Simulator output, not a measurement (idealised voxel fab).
process module | voxel capacitor over wiring
cross-section cut | 205 nm wide | cells 5 nm
A cross-section is a grid of square cells, given in bands from the top down. A band is one or more rows of cells.
Each band's line starts with the height of the band's top and of its bottom, in nm. Then come its materials from left to right, each with its width in nm. One material with "throughout" fills the band from edge to edge. "air" is empty space.
Height 0 is the level under which the wafer as received is all one material. The lowest band goes on downwards, as in "0 down".
A width such as "30 to 40" changes by the same amount from each row of cells to the next, from the band's top row to its bottom row.
"no change" after a step means that no cell of the cross-section changed.
closed voids: empty space of 8 cells or more with no open way to the top, each as width x height at its distance from the left edge, in nm
after a step's settings: what the simulator itself notes on the step
overlay nm, on a step with a mask: how far to the right of its planned place the mask lay; to the left if negative
plan
1 op RECEIVE | material Si
2 op CONFORMAL_DEP | material SiO2 | thk nm 15
3 op CONFORMAL_DEP | material SiCN | thk nm 5
4 op DIRECTIONAL_DEP | material lowk | thk nm 25
5 op MASKED_ETCH | tone open | mask id METAL_1 | width nm 25 | pitch nm 90 | etch materials lowk | depth nm 25 | overlay nm 0
6 op MASKED_ETCH | tone open | mask id METAL_1 | width nm 25 | pitch nm 90 | etch materials SiCN | depth nm 5 | overlay nm 0
7 op CONFORMAL_DEP | material TiN | thk nm 5
8 op FILL_DEP | material Cu | thk nm 5
9 op CMP | height nm 45
10 op CONFORMAL_DEP | material SiCN | thk nm 5
11 op DIRECTIONAL_DEP | material lowk | thk nm 10
12 op DIRECTIONAL_DEP | material aC | thk nm 15
13 op PATTERN | tone open | mask id PLUG_1 | material resist | width nm 15 | thk nm 30 | overlay nm 0
14 op DIRECTIONAL_ETCH | etch materials aC | depth nm 15
15 op STRIP | etch materials resist
16 op DIRECTIONAL_ETCH | etch materials lowk | depth nm 10
17 op DIRECTIONAL_ETCH | etch materials SiCN | depth nm 5
18 op STRIP | etch materials aC
19 op EPI | material Ru | thk nm 10
20 op EPI | material Ru | thk nm 5
21 op DIRECTIONAL_DEP | material TiN | thk nm 5
22 op DIRECTIONAL_DEP | material SiN | thk nm 5
23 op DIRECTIONAL_DEP | material TiN | thk nm 5
24 op PATTERN | tone cover | mask id UPPER_PLATE | material resist | width nm 70 | thk nm 15 | overlay nm 0
25 op DIRECTIONAL_ETCH | etch materials TiN | depth nm 5
26 op DIRECTIONAL_ETCH | etch materials SiN | depth nm 5
27 op STRIP | etch materials resist
28 op DIRECTIONAL_DEP | material aC | thk nm 15
29 op PATTERN | tone cover | mask id LOWER_PLATE | material resist | width nm 80 | thk nm 35 | overlay nm 0
30 op DIRECTIONAL_ETCH | etch materials aC | depth nm 15
31 op STRIP | etch materials resist
32 op DIRECTIONAL_ETCH | etch materials TiN | depth nm 5
33 op STRIP | etch materials aC
34 op FILL_DEP | material SiO2 | thk nm 20
35 op CMP | height nm 90
36 op DIRECTIONAL_DEP | material aC | thk nm 15
37 op PATTERN | tone open | mask id PLUG_2 | material resist | width nm 15 | thk nm 35 | overlay nm 0
38 op DIRECTIONAL_ETCH | etch materials aC | depth nm 15
39 op STRIP | etch materials resist
40 op DIRECTIONAL_ETCH | etch materials SiO2 | depth nm 15
41 op STRIP | etch materials aC
42 op CONFORMAL_DEP | material TiN | thk nm 5
43 op FILL_DEP | material Cu | thk nm 10
44 op CMP | height nm 90
45 op CONFORMAL_DEP | material SiCN | thk nm 5
as received, after step 1
  0 down: Si throughout
  closed voids: none
a wafer at the end: this start, this plan, one mistake
  95 to 90: SiCN throughout
  90 to 80: SiO2 65 | TiN 5 | Cu 5 | TiN 5 | SiO2 125
  80 to 70: SiO2 65 to 55 | TiN 15 to 70 | SiO2 125 to 80
  70 to 65: SiO2 55 | SiN 70 | SiO2 80
  65 to 60: SiO2 50 | TiN 80 | SiO2 75
  60 to 50: lowk 55 | Ru 15 | lowk 135
  50 to 45: SiCN 55 | Ru 15 | SiCN 135
  45 to 35: lowk 45 | TiN 5 | Cu 15 | TiN 5 | lowk 65 | TiN 5 | Cu 15 | TiN 5 | lowk 45
  35 to 30: SiCN 45 | TiN 25 | SiCN 65 | TiN 25 | SiCN 45
  30 to 0: SiO2 throughout
  0 down: Si throughout
  closed voids: none
what went wrong: step 2 was run twice
